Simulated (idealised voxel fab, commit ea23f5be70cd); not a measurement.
process module | voxel self aligned contacts
Square cell edge 5 nm, section width 265 nm, ID cut.
In what follows, cross-sections appear as grids of square cells, described through bands that run from the top down, where every band is one or more rows of cells. Band entry format. Leading values: height of top, height of bottom, nm. Remainder: materials in left-to-right order, each with its width in nm. Special words: "throughout" on a single material, which then fills the band edge to edge; "blank", empty space. Where do heights start? At 0: under that level the wafer as delivered is made of one material only. And the lowest band has no floor; it just carries on downward, as in "0 and below". Width "30->40": first value at the band's top row of cells, second value at its bottom row, equal change from row to row. Any step labelled "left unchanged" changed none of the cells in the cross-section. "Internal closed voids": empty spaces of 8 cells or more with no open way to the top, each given as width x height at distance, distance from the left edge, all in nm. Read whatever lies past the settings on a step's line as the simulator's own remark about the step. "overlay nm" answers the question of how far to the right of plan the mask lay on a step that has a mask, and when it is negative the answer is to the left.

-- Here's what the planned process steps look like
1: RECEIVE [material Si]
2: OXIDIZE [depth nm 5]
3: DIRECTIONAL_DEP [material polySi] [thk nm 30]
4: DIRECTIONAL_DEP [material SiN] [thk nm 20]
5: PATTERN [tone cover] [mask id GATE] [material resist] [width nm 30] [pitch nm 65] [thk nm 20] [overlay nm 0]
6: DIRECTIONAL_ETCH [etch materials SiN] [depth nm 20]
7: DIRECTIONAL_ETCH [etch materials polySi] [depth nm 30]
8: STRIP [etch materials resist]
9: CONFORMAL_DEP [material SiN] [thk nm 10]
10: DIRECTIONAL_ETCH [etch materials SiN] [depth nm 10]
11: FILL_DEP [material SiO2] [thk nm 15]
12: CMP [height nm 55]
13: DIRECTIONAL_DEP [material aC] [thk nm 15]
14: PATTERN [tone open] [mask id CONTACT] [material resist] [width nm 35] [thk nm 30] [overlay nm 0]
15: DIRECTIONAL_ETCH [etch materials aC] [depth nm 15]
16: STRIP [etch materials resist]
17: DIRECTIONAL_ETCH [etch materials SiO2] [depth nm 60]
18: STRIP [etch materials aC]
19: CONFORMAL_DEP [material TiN] [thk nm 5]
20: FILL_DEP [material Ru] [thk nm 10]
21: CMP [height nm 55]
22: CONFORMAL_DEP [material SiN] [thk nm 5]
What sets these wafers apart? The width nm at step 14. They all start alike, and the plan carries the first wafer's value.

-- As-received state after step 1, first of several wafers, cross-section
* 0 and below: Si throughout
* Internal closed voids: none

-- Rows = wafers. At module end, each row lists per material the cells gained (+) or lost (-) since the wafer was received, then the closed voids
width nm 35, +11 Ru, -53 Si, +181 SiN, +396 SiO2, +29 TiN, +72 polySi, Internal closed voids: none
width nm 40, +11 Ru, -53 Si, +181 SiN, +395 SiO2, +30 TiN, +72 polySi, Internal closed voids: none
width nm 45, +11 Ru, -53 Si, +181 SiN, +394 SiO2, +31 TiN, +72 polySi, Internal closed voids: none
width nm 50, +11 Ru, -53 Si, +181 SiN, +393 SiO2, +32 TiN, +72 polySi, Internal closed voids: none
width nm 55, +11 Ru, -53 Si, +181 SiN, +392 SiO2, +33 TiN, +72 polySi, Internal closed voids: none
width nm 60, +11 Ru, -53 Si, +181 SiN, +391 SiO2, +34 TiN, +72 polySi, Internal closed voids: none
